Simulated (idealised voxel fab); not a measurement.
Process module name: voxel quadruple lines
The cross-section on display is named cut; it measures 280 nm wide, and its cells are 5 nm squares.
A cross-section is written here as square cells arranged in a grid, and it is given in bands from the top down, each band taking up one or more rows of cells. Look at the band entry: it leads with the top's height and the bottom's height in nm. Then it lists the materials left to right, with a width in nm for each. The word "throughout" on a single material says that material fills the band edge to edge. The word "empty" is empty space. Beneath 0, the wafer as received is one material, and that level is where height counting begins. The lowest band goes on downward without a bottom; it is written like "top 0, no bottom". Width: "30->40" (first number = top row, second number = bottom row, same change from row to row of cells). Where the words "no change" appear for a step, the cross-section shows no cell changed by that step; every cell remained as before. "Cavities, sealed": sealed empty spaces, 8 cells or more, no open way to top, listed width x height at distance, with distance from the left edge and width, height and distance in nm. Text after the settings on a step's line: the simulator's own remark on that step. overlay nm: for a step with a mask, the amount by which the mask lay right of where it was planned; a negative amount means left of it.
# List of planned process steps
- 1: op RECEIVE | material Si
- 2: op CONFORMAL_DEP | material SiO2 | thk nm 10
- 3: op DIRECTIONAL_DEP | material W | thk nm 10
- 4: op DIRECTIONAL_DEP | material polySi | thk nm 20
- 5: op DIRECTIONAL_DEP | material aC | thk nm 20
- 6: op PATTERN | tone cover | mask id MANDREL | material resist | width nm 20 | pitch nm 60 | thk nm 25 | overlay nm 0
- 7: op DIRECTIONAL_ETCH | etch materials aC | depth nm 20
- 8: op STRIP | etch materials resist
- 9: op CONFORMAL_DEP | material SiO2 | thk nm 10
- 10: op DIRECTIONAL_ETCH | etch materials SiO2 | depth nm 10
- 11: op STRIP | etch materials aC
- 12: op DIRECTIONAL_ETCH | etch materials polySi | depth nm 20
- 13: op STRIP | etch materials SiO2
- 14: op CONFORMAL_DEP | material SiCN | thk nm 5
- 15: op DIRECTIONAL_ETCH | etch materials SiCN | depth nm 5
- 16: op STRIP | etch materials polySi
- 17: op DIRECTIONAL_ETCH | etch materials W | depth nm 10
- 18: op STRIP | etch materials SiCN
# Cross-section of the wafer at receipt, which is the condition after step 1
- top 0, no bottom = Si throughout
- Cavities, sealed: none
# Here's the cross-section of the first of our two wafers at the end of the module - it ran as planned
- top 20, bottom 10 = empty (85), then W (5), then empty (10), then W (5), then empty (10), then W (5), then empty (10), then W (5), then empty (10), then W (5), then empty (10), then W (5), then empty (10), then W (5), then empty (10), then W (5), then empty (85)
- top 10, bottom 0 = SiO2 throughout
- top 0, no bottom = Si throughout
- Cavities, sealed: none
# Second wafer through the module, sectioned at the end: same beginning and same plan as the first wafer, with one mistake in carrying it out
- top 20, bottom 10 = empty (80), then W (5), then empty (10), then W (5), then empty (10), then W (5), then empty (10), then W (5), then empty (10), then W (5), then empty (10), then W (5), then empty (10), then W (5), then empty (10), then W (5), then empty (90)
- top 10, bottom 0 = SiO2 throughout
- top 0, no bottom = Si throughout
- Cavities, sealed: none
What was the processing mistake? step 6 ran differently from the plan; actual operation with settings: op PATTERN | tone cover | mask id MANDREL | material resist | width nm 20 | pitch nm 60 | thk nm 25 | overlay nm -5
Heads up: at the end the two wafers have identical cell counts per material, they're just laid out differently.
